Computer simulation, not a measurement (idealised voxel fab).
Process module in this document: voxel transistor to metal
300 nm wide, 5 nm square cells: that's cross-section cut.
Cross-section layout: square cells on a grid; listed as bands, top to bottom; a band spans one or more cell rows. A band entry consists of two parts. The first gives the height of the band's top and the height of its bottom, in nm. The rest lists the band's materials from left to right, each with its width in nm. A single material labelled with the word "throughout" fills the band from edge to edge, and the word "air" marks empty space. The reference from which all heights are counted is 0, the level beneath which the as-received wafer is entirely one material; the lowest band, having no lower bound, proceeds downward and is written after the example "z 0 and below". Graded width ("30..40"): value in top row of band = first number; value in bottom row = second number; row-to-row change constant. "all unchanged" means the step left every cell of the cross-section as it was. "Enclosed empty spaces" enumerates empty spaces isolated from the top, with no open way to it, that contain at least 8 cells, giving each as width x height at distance from the left edge, all three in nm. Text after the settings on a step's line: the simulator's own remark on that step. overlay nm: mask right of planned place by this much (step with mask). Neg. = left.
**Process steps foreseen in the plan**
1: RECEIVE (material Si)
2: OXIDIZE (depth nm 5)
3: CONFORMAL_DEP (material SiN; thk nm 10)
4: MASKED_ETCH (tone cover; mask id ACTIVE; width nm 115; pitch nm 140; etch materials SiN; depth nm 10; overlay nm 0)
5: MASKED_ETCH (tone cover; mask id ACTIVE; width nm 115; pitch nm 140; etch materials SiO2; depth nm 5; overlay nm 0)
6: MASKED_ETCH (tone cover; mask id ACTIVE; width nm 115; pitch nm 140; etch materials Si; depth nm 35; overlay nm 0)
7: OXIDIZE (depth nm 5)
8: FILL_DEP (material SiO2; thk nm 5)
9: CMP (height nm 10)
10: SELECTIVE_ETCH (etch materials SiO2; depth nm 10)
11: STRIP (etch materials SiN)
12: SELECTIVE_ETCH (etch materials SiO2; depth nm 5)
13: OXIDIZE (depth nm 5)
14: DIRECTIONAL_DEP (material polySi; thk nm 30)
15: DIRECTIONAL_DEP (material SiCN; thk nm 15)
16: PATTERN (tone cover; mask id GATE; material resist; width nm 35; pitch nm 140; thk nm 15; overlay nm 0)
17: DIRECTIONAL_ETCH (etch materials SiCN; depth nm 25)
18: DIRECTIONAL_ETCH (etch materials polySi; depth nm 40)
19: STRIP (etch materials resist)
20: CONFORMAL_DEP (material SiO2; thk nm 5)
21: DIRECTIONAL_ETCH (etch materials SiO2; depth nm 5)
22: CONFORMAL_DEP (material SiN; thk nm 10)
23: DIRECTIONAL_ETCH (etch materials SiN; depth nm 10)
24: DIRECTIONAL_ETCH (etch materials SiO2; depth nm 5)
25: DIRECTIONAL_ETCH (etch materials Si; depth nm 10)
26: EPI (material nSi; thk nm 10)
27: FILL_DEP (material SiO2; thk nm 10)
28: CMP (height nm 25)
29: STRIP (etch materials polySi)
30: SELECTIVE_ETCH (etch materials SiO2; depth nm 5)
31: CONFORMAL_DEP (material HfO2; thk nm 5)
32: CONFORMAL_DEP (material TiN; thk nm 5)
33: FILL_DEP (material W; thk nm 10)
34: CMP (height nm 20)
35: DIRECTIONAL_DEP (material SiO2; thk nm 15)
36: DIRECTIONAL_DEP (material aC; thk nm 15)
37: PATTERN (tone open; mask id CONTACT; material resist; width nm 20; thk nm 30; overlay nm 0)
38: DIRECTIONAL_ETCH (etch materials aC; depth nm 15)
39: STRIP (etch materials resist)
40: DIRECTIONAL_ETCH (etch materials SiO2; depth nm 45)
41: STRIP (etch materials aC)
42: CONFORMAL_DEP (material TiN; thk nm 5)
43: FILL_DEP (material W; thk nm 5)
44: CMP (height nm 35)
45: DIRECTIONAL_DEP (material TiN; thk nm 5)
46: DIRECTIONAL_DEP (material W; thk nm 20)
47: DIRECTIONAL_DEP (material aC; thk nm 10)
48: PATTERN (tone cover; mask id METAL_1; material resist; width nm 20; thk nm 25; overlay nm 0)
49: DIRECTIONAL_ETCH (etch materials aC; depth nm 10)
50: STRIP (etch materials resist)
51: DIRECTIONAL_ETCH (etch materials W; depth nm 20)
52: DIRECTIONAL_ETCH (etch materials TiN; depth nm 5)
53: STRIP (etch materials aC)
54: FILL_DEP (material lowk; thk nm 10)
55: CMP (height nm 60)
56: CONFORMAL_DEP (material SiN; thk nm 5)
**Incoming wafer in cross-section (state: after step 1)**
  z 0 and below: Si throughout
  Enclosed empty spaces: none
**Look at the cross-section after the module: the wafer started out the way shown above and the plan was the one shown above, yet one mistake was made along the way**
  z 65 to 60: SiN throughout
  z 60 to 40: lowk=25, then W=20, then lowk=65, then W=20, then lowk=35, then W=20, then lowk=65, then W=20, then lowk=30
  z 40 to 35: lowk=25, then TiN=20, then lowk=65, then TiN=20, then lowk=35, then TiN=20, then lowk=65, then TiN=20, then lowk=30
  z 35 to 20: SiO2=25, then TiN=5, then W=10, then TiN=5, then SiO2=65, then TiN=5, then W=10, then TiN=5, then SiO2=35, then TiN=5, then W=10, then TiN=5, then SiO2=65, then TiN=5, then W=10, then TiN=5, then SiO2=30
  z 20 to 5: SiO2=25, then TiN=5, then W=10, then TiN=5, then SiN=10, then TiN=5, then HfO2=5, then W=25, then HfO2=5, then TiN=5, then SiN=10, then TiN=5, then W=10, then TiN=5, then SiO2=35, then TiN=5, then W=10, then TiN=5, then SiN=10, then TiN=5, then HfO2=5, then W=25, then HfO2=5, then TiN=5, then SiN=10, then TiN=5, then W=10, then TiN=5, then SiO2=30
  z 5 to 0: SiO2=25, then TiN=20, then SiN=10, then TiN=5, then HfO2=5, then W=25, then HfO2=5, then TiN=5, then SiN=10, then TiN=20, then SiO2=35, then TiN=20, then SiN=10, then TiN=5, then HfO2=5, then W=25, then HfO2=5, then TiN=5, then SiN=10, then TiN=20, then SiO2=30
  z 0 to -5: SiO2=25, then TiN=10, then nSi=10, then SiN=10, then TiN=5, then HfO2=35, then TiN=5, then SiN=10, then nSi=10, then TiN=10, then SiO2=35, then TiN=10, then nSi=10, then SiN=10, then TiN=5, then HfO2=35, then TiN=5, then SiN=10, then nSi=10, then TiN=10, then SiO2=30
  z -5 to -10: SiO2=25, then TiN=10, then nSi=10, then SiO2=10, then TiN=45, then SiO2=10, then nSi=10, then TiN=10, then SiO2=35, then TiN=10, then nSi=10, then SiO2=10, then TiN=45, then SiO2=10, then nSi=10, then TiN=10, then SiO2=30
  z -10 to -20: SiO2=25, then nSi=20, then Si=65, then nSi=20, then SiO2=35, then nSi=20, then Si=65, then nSi=20, then SiO2=30
  z -20 to -45: SiO2=25, then Si=105, then SiO2=35, then Si=105, then SiO2=30
  z -45 and below: Si throughout
  Enclosed empty spaces: none
So what did we get wrong on this run? note: step 31 <-> step 32, run order reversed vs plan
